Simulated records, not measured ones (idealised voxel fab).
A process module follows: voxel released beams.
Each square cell in cross-section cut measures 5 nm, and the section as a whole is 215 nm wide.
Cross-section layout: square cells on a grid; listed as bands, top to bottom; a band spans one or more cell rows.
Band: top height; bottom height; in nm. Then, left to right: material with width in nm, for each material. "throughout": a single material spanning edge to edge. "blank": empty space.
A quick word on heights: they are counted from 0, and under that level the wafer as it came to us is one material throughout. The lowest band is different from the rest in having no bottom; it simply continues downward, written as in "0..down".
A two-number width, for instance "30->40", indicates that the width is equal to the first number in the top row of the band and to the second number in the bottom row, and that it changes by a constant amount per row of cells.
Where a step carries "no modifications", the cross-section came out of it unchanged, cell for cell.
You'll see "Closed voids list" listing empty spaces that have no way open to the top, as long as they're 8 cells or more; the notation is width x height at distance, where the distance is from the left edge, and all of it is in nm.
What comes after the settings on a step's line is commentary from the simulator itself on that step.
Regarding "overlay nm": on a step with a mask, it is the distance the mask lay to the right of its planned place; a negative value places it to the left.

Steps planned for the process
- 1: RECEIVE (material Si)
- 2: CONFORMAL_DEP (material Al2O3; thk nm 5)
- 3: DIRECTIONAL_DEP (material SiO2; thk nm 10)
- 4: PATTERN (tone open; mask id ANCHOR; material resist; width nm 45; thk nm 20; overlay nm 0)
- 5: DIRECTIONAL_ETCH (etch materials SiO2; depth nm 10)
- 6: STRIP (etch materials resist)
- 7: CONFORMAL_DEP (material W; thk nm 15)
- 8: MASKED_ETCH (tone cover; mask id BEAM; width nm 130; etch materials W; depth nm 15; overlay nm 0)
- 9: STRIP (etch materials SiO2)

Cross-section of the wafer as it came to us, i.e., already through step 1
> 0..down  Si throughout
> Closed voids list: none

Module complete, cross-section. Starting point and plan per above. One mistake made in running the module
> 25..15  blank 40 / W 20 / blank 15 / W 95 / blank 45
> 15..10  blank 40 / W 130 / blank 45
> 10..0  blank 45 / W 45 / blank 125
> 0..down  Si throughout
> Closed voids list: none
Short version of what went wrong: step 2 of the plan never got run, it was skipped over
